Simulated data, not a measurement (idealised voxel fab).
Process module in this document: voxel released beams
175 nm wide, 5 nm square cells: that's cross-section cut.
Format of a cross-section: grid, square cells. Given as bands. Order: top down. Band: one or more rows of cells. Band entry format. Leading values: height of top, height of bottom, nm. Remainder: materials in left-to-right order, each with its width in nm. Special words: "edge to edge" on a single material, which then fills the band edge to edge; "blank", empty space. We count height from 0. Below that, the starting wafer is all one material. The lowest band never ends at the bottom but goes on down; see "top 0, no bottom" for how that is written. When a width is written as two numbers, as in "30->40", the first number is the width in the top row of cells of the band and the second is the width in its bottom row, and the width changes by the same amount from each row to the next. Where the words "no modification" appear for a step, the cross-section shows no cell changed by that step; every cell remained as before. You'll see "Sealed void listing" listing empty spaces that have no way open to the top, as long as they're 8 cells or more; the notation is width x height at distance, where the distance is from the left edge, and all of it is in nm. Formally, on a step line, whatever follows the settings is a remark that the simulator itself makes on the step. The "overlay nm" setting may appear on a step's line; for a step that uses a mask, it gives how far to the right of its planned position the mask lay, and a negative value indicates the left.
### Steps in the process plan
1. RECEIVE, material Si
2. CONFORMAL_DEP, material SiN, thk nm 5
3. DIRECTIONAL_DEP, material SiO2, thk nm 15
4. PATTERN, tone open, mask id ANCHOR, material resist, width nm 35, thk nm 15, overlay nm 0
5. DIRECTIONAL_ETCH, etch materials SiO2, depth nm 15
6. STRIP, etch materials resist
7. CONFORMAL_DEP, material W, thk nm 15
8. DIRECTIONAL_DEP, material aC, thk nm 10
9. PATTERN, tone cover, mask id BEAM, material resist, width nm 120, thk nm 25, overlay nm 0
10. DIRECTIONAL_ETCH, etch materials aC, depth nm 10
11. STRIP, etch materials resist
12. DIRECTIONAL_ETCH, etch materials W, depth nm 15
13. STRIP, etch materials aC
14. STRIP, etch materials SiO2
### Cross-sectional view of the wafer in its as-received condition, corresponding to the state after step 1
> top 0, no bottom = Si edge to edge
> Sealed void listing: none
### Cross-section taken at module completion on the first of two wafers; processed per the plan
> top 35, bottom 20 = blank 25, W 20, blank 5, W 95, blank 30
> top 20, bottom 5 = blank 30, W 35, blank 110
> top 5, bottom 0 = SiN edge to edge
> top 0, no bottom = Si edge to edge
> Sealed void listing: none
### The second wafer, shown in cross-section after the module: started the same way as the first and given the same plan, yet one mistake crept into how it was run
> top 35, bottom 20 = blank 25, W 30, blank 5, W 85, blank 30
> top 20, bottom 5 = blank 40, W 35, blank 100
> top 5, bottom 0 = SiN edge to edge
> top 0, no bottom = Si edge to edge
> Sealed void listing: none
Which mistake was made when the wafer was run? step 4 went in with a setting other than planned; the actual run was PATTERN, tone open, mask id ANCHOR, material resist, width nm 35, thk nm 15, overlay nm 10
The concluding comparison shows that, measured in cells, each material is equally abundant on both wafers, albeit at different positions.
